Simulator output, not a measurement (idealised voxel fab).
process module | voxel trench capacitor
cross-section cut | 245 nm wide | cells 5 nm
A cross-section is a grid of square cells, given in bands from the top down. A band is one or more rows of cells.
Each band's line starts with the height of the band's top and of its bottom, in nm. Then come its materials from left to right, each with its width in nm. One material with "throughout" fills the band from edge to edge. "air" is empty space.
Height 0 is the level under which the wafer as received is all one material. The lowest band goes on downwards, as in "0 down".
A width such as "30 to 40" changes by the same amount from each row of cells to the next, from the band's top row to its bottom row.
"no change" after a step means that no cell of the cross-section changed.
closed voids: empty space of 8 cells or more with no open way to the top, each as width x height at its distance from the left edge, in nm
after a step's settings: what the simulator itself notes on the step
overlay nm, on a step with a mask: how far to the right of its planned place the mask lay; to the left if negative
plan
1 op RECEIVE | material Si
2 op CONFORMAL_DEP | material SiN | thk nm 10
3 op DIRECTIONAL_DEP | material aC | thk nm 10
4 op PATTERN | tone open | mask id TRENCH | material resist | width nm 25 | pitch nm 45 | thk nm 25 | overlay nm 0
5 op DIRECTIONAL_ETCH | etch materials aC | depth nm 10
6 op STRIP | etch materials resist
7 op DIRECTIONAL_ETCH | etch materials SiN | depth nm 10
8 op DIRECTIONAL_ETCH | etch materials Si | depth nm 35
9 op STRIP | etch materials aC
10 op CONFORMAL_DEP | material Al2O3 | thk nm 5
11 op CONFORMAL_DEP | material TiN | thk nm 5
12 op FILL_DEP | material W | thk nm 10
13 op CMP | height nm 10
as received, after step 1
  0 down: Si throughout
  closed voids: none
first wafer at the end, as planned
  10 to 0: SiN 85 | Al2O3 5 | TiN 5 | W 5 | TiN 5 | Al2O3 5 | SiN 20 | Al2O3 5 | TiN 5 | W 5 | TiN 5 | Al2O3 5 | SiN 90
  0 to -25: Si 85 | Al2O3 5 | TiN 5 | W 5 | TiN 5 | Al2O3 5 | Si 20 | Al2O3 5 | TiN 5 | W 5 | TiN 5 | Al2O3 5 | Si 90
  -25 to -30: Si 85 | Al2O3 5 | TiN 15 | Al2O3 5 | Si 20 | Al2O3 5 | TiN 15 | Al2O3 5 | Si 90
  -30 to -35: Si 85 | Al2O3 25 | Si 20 | Al2O3 25 | Si 90
  -35 down: Si throughout
  closed voids: none
second wafer at the end: like start, like plan, one mistake
  10 to 0: SiN 85 | TiN 5 | W 15 | TiN 5 | SiN 20 | TiN 5 | W 15 | TiN 5 | SiN 90
  0 to -30: Si 85 | TiN 5 | W 15 | TiN 5 | Si 20 | TiN 5 | W 15 | TiN 5 | Si 90
  -30 to -35: Si 85 | TiN 25 | Si 20 | TiN 25 | Si 90
  -35 down: Si throughout
  closed voids: none
what went wrong: step 10 was left out
at the end the second wafer has, in cells: 42 fewer of Al2O3 | 8 more of TiN | 34 more of W
